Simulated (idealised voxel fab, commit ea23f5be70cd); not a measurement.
Presented below is a process module, voxel gate over fins.
The cross-section shown here is cut; it is 225 nm wide and divided into square cells measuring 5 nm on a side.
Cross-section spec: square-cell grid; bands listed top down; each band is one or more rows.
The band entry comprises the height of the band's top followed by the height of its bottom, expressed in nm, and subsequently the band's materials from left to right, each stated together with its width in nm. Where a single material is marked with the word "full width", that material fills the band from edge to edge. The word "empty" represents empty space.
Heights from 0 (as-received wafer is one material below). Bottom band endless downward, as "0 nm and below".
It should be noted that a width expressed as "30 to 40" varies in equal increments from row to row of cells within the band, taking the value of the first number at the top row and that of the second number at the bottom row.
"identical to before", as given for a step, is the statement that not any cell of the cross-section underwent a change during that step.
"Unvented voids" contains a list of empty spaces, each no smaller than 8 cells and without an open way to the top, written in the form width x height at distance with the distance from the left edge and all three in nm.
Note: text after step settings on the step line = simulator remark on that step.
A step's line can hold "overlay nm"; with a mask on that step, the setting says how far right of the planned place the mask lay, while a negative setting says it lay to the left.
THE FOLLOWING LIST GIVES THE PLANNED PROCESS STEPS
1. RECEIVE (material Si)
2. CONFORMAL_DEP (material SiN; thk nm 5)
3. PATTERN (tone cover; mask id FINS; material resist; width nm 15; pitch nm 45; thk nm 20; overlay nm -15)
4. DIRECTIONAL_ETCH (etch materials SiN; depth nm 5)
5. DIRECTIONAL_ETCH (etch materials Si; depth nm 35)
6. STRIP (etch materials resist)
7. OXIDIZE (depth nm 5)
8. FILL_DEP (material SiO2; thk nm 5)
9. CMP (height nm 5)
10. SELECTIVE_ETCH (etch materials SiO2; depth nm 15)
11. STRIP (etch materials SiN)
12. CONFORMAL_DEP (material HfO2; thk nm 5)
13. CONFORMAL_DEP (material TiN; thk nm 5)
14. FILL_DEP (material W; thk nm 15)
15. CMP (height nm 20)
16. CONFORMAL_DEP (material SiN; thk nm 10)
The overlay nm used in step 3 is not the same on every wafer, whereas the starting condition is; the value printed in the plan is the first wafer's.
CROSS-SECTION OF THE FIRST OF SEVERAL WAFERS ON RECEIPT, REFLECTING COMPLETION OF STEP 1
  0 nm and below: Si full width
  Unvented voids: none
TABLE: WAFERS, A ROW EACH; END-OF-MODULE CELL CHANGE PER MATERIAL SINCE RECEIPT, GAIN (+), LOSS (-); THEN CLOSED VOIDS
overlay nm -15; +57 HfO2; -336 Si; +90 SiN; +252 SiO2; +57 TiN; +150 W; Unvented voids: none
overlay nm -10; +57 HfO2; -336 Si; +90 SiN; +252 SiO2; +57 TiN; +150 W; Unvented voids: none
overlay nm -5; +57 HfO2; -336 Si; +90 SiN; +252 SiO2; +57 TiN; +150 W; Unvented voids: none
overlay nm 0; +57 HfO2; -336 Si; +90 SiN; +252 SiO2; +57 TiN; +150 W; Unvented voids: none
overlay nm 5; +57 HfO2; -336 Si; +90 SiN; +252 SiO2; +57 TiN; +150 W; Unvented voids: none
overlay nm 10; +57 HfO2; -336 Si; +90 SiN; +252 SiO2; +57 TiN; +150 W; Unvented voids: none
overlay nm 15; +57 HfO2; -336 Si; +90 SiN; +252 SiO2; +57 TiN; +150 W; Unvented voids: none
